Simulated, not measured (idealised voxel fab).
Process module name: voxel self aligned contacts
Section cut is 200 nm wide and gridded with 5 nm square cells.
When this document writes out a cross-section, it uses a grid of square cells and lists it as bands, beginning at the top and moving down, with a band standing for one or more rows of cells. First you get the band's top height and its bottom height, in nm, and then the materials it's made of, left to right, with each width in nm. If you see a single material with "everywhere", that one covers the band edge to edge. "blank" is empty space. Height reference: 0 = level under which incoming wafer is all one material. Lowest band: no bottom, runs on downward, e.g. "0 and below". The notation "30->40" denotes a width that varies across the rows of cells in the band, beginning at the first number in the top row, finishing at the second number in the bottom row, and changing by an identical amount from each row to the next. "remains unaltered" for a step: no cell of the cross-section changed in that step. "Closed empty spaces" lists enclosed empty spaces (at least 8 cells, no open path upward to the top), each as width x height at distance from the left edge, in nm. after a step's settings: what the simulator itself notes on the step. overlay nm: mask offset rightward from planned place, masked step; negative means leftward offset.

List of planned process steps:
1. RECEIVE, material Si
2. CONFORMAL_DEP, material SiO2, thk nm 5
3. DIRECTIONAL_DEP, material polySi, thk nm 30
4. DIRECTIONAL_DEP, material SiN, thk nm 20
5. DIRECTIONAL_DEP, material aC, thk nm 15
6. PATTERN, tone cover, mask id GATE, material resist, width nm 25, pitch nm 60, thk nm 30, overlay nm -15
7. DIRECTIONAL_ETCH, etch materials aC, depth nm 15
8. STRIP, etch materials resist
9. DIRECTIONAL_ETCH, etch materials SiN, depth nm 20
10. DIRECTIONAL_ETCH, etch materials polySi, depth nm 30
11. STRIP, etch materials aC
12. CONFORMAL_DEP, material SiN, thk nm 10
13. DIRECTIONAL_ETCH, etch materials SiN, depth nm 10
14. FILL_DEP, material SiO2, thk nm 15
15. CMP, height nm 60
16. MASKED_ETCH, tone open, mask id CONTACT, width nm 45, etch materials SiO2, depth nm 60, overlay nm 0
17. CONFORMAL_DEP, material TiN, thk nm 5
18. FILL_DEP, material Ru, thk nm 5
19. CMP, height nm 60
20. CONFORMAL_DEP, material SiN, thk nm 5
Wafers differ in overlay nm at step 6; plan lists the first wafer's value; identical starting state.

First of several wafers, received after step 1, in cross-section:
* 0 and below | Si everywhere
* Closed empty spaces: none

Below: a row per wafer. Contents at end of module: for every material, cells gained since receipt (+) or lost since receipt (-); then closed voids:
overlay nm -15; +11 Ru; +160 SiN; +258 SiO2; +31 TiN; +60 polySi; Closed empty spaces: none
overlay nm -10; +11 Ru; +160 SiN; +258 SiO2; +31 TiN; +60 polySi; Closed empty spaces: none
overlay nm -5; +11 Ru; +160 SiN; +258 SiO2; +31 TiN; +60 polySi; Closed empty spaces: none
overlay nm 0; +11 Ru; +160 SiN; +258 SiO2; +31 TiN; +60 polySi; Closed empty spaces: none
overlay nm 5; +11 Ru; +160 SiN; +258 SiO2; +31 TiN; +60 polySi; Closed empty spaces: none
overlay nm 10; +11 Ru; +160 SiN; +258 SiO2; +31 TiN; +60 polySi; Closed empty spaces: none
overlay nm 15; +11 Ru; +160 SiN; +258 SiO2; +31 TiN; +60 polySi; Closed empty spaces: none
